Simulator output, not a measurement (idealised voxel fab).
process module | voxel tone inversion
cross-section cut | 270 nm wide | cells 5 nm
A cross-section is a grid of square cells, given in bands from the top down. A band is one or more rows of cells.
Each band's line starts with the height of the band's top and of its bottom, in nm. Then come its materials from left to right, each with its width in nm. One material with "throughout" fills the band from edge to edge. "air" is empty space.
Height 0 is the level under which the wafer as received is all one material. The lowest band goes on downwards, as in "0 down".
A width such as "30 to 40" changes by the same amount from each row of cells to the next, from the band's top row to its bottom row.
"no change" after a step means that no cell of the cross-section changed.
closed voids: empty space of 8 cells or more with no open way to the top, each as width x height at its distance from the left edge, in nm
after a step's settings: what the simulator itself notes on the step
overlay nm, on a step with a mask: how far to the right of its planned place the mask lay; to the left if negative
plan
1 op RECEIVE | material Si
2 op CONFORMAL_DEP | material SiN | thk nm 10
3 op DIRECTIONAL_DEP | material polySi | thk nm 15
4 op PATTERN | tone cover | mask id POSTS | material resist | width nm 20 | pitch nm 40 | thk nm 25 | overlay nm 0
5 op DIRECTIONAL_ETCH | etch materials polySi | depth nm 15
6 op STRIP | etch materials resist
7 op FILL_DEP | material lowk | thk nm 5
8 op CMP | height nm 25
9 op STRIP | etch materials polySi
10 op CONFORMAL_DEP | material TiN | thk nm 5
11 op FILL_DEP | material Ru | thk nm 10
12 op CMP | height nm 25
13 op CONFORMAL_DEP | material SiCN | thk nm 5
as received, after step 1
  0 down: Si throughout
  closed voids: none
first wafer at the end, as planned
  30 to 25: SiCN throughout
  25 to 15: lowk 85 | TiN 5 | Ru 10 | TiN 5 | lowk 20 | TiN 5 | Ru 10 | TiN 5 | lowk 20 | TiN 5 | Ru 10 | TiN 5 | lowk 85
  15 to 10: lowk 85 | TiN 20 | lowk 20 | TiN 20 | lowk 20 | TiN 20 | lowk 85
  10 to 0: SiN throughout
  0 down: Si throughout
  closed voids: none
second wafer at the end: like start, like plan, one mistake
  30 to 25: SiCN throughout
  25 to 15: lowk 85 | TiN 5 | Ru 10 | TiN 5 | lowk 20 | TiN 5 | Ru 10 | TiN 5 | lowk 20 | TiN 5 | Ru 10 | TiN 5 | lowk 85
  15 to 10: lowk 85 | TiN 20 | lowk 20 | TiN 20 | lowk 20 | TiN 20 | lowk 85
  10 to 0: Ru throughout
  0 down: Si throughout
  closed voids: none
what went wrong: step 2 ran as: op CONFORMAL_DEP | material Ru | thk nm 10
at the end the second wafer has, in cells: 108 more of Ru | 108 fewer of SiN
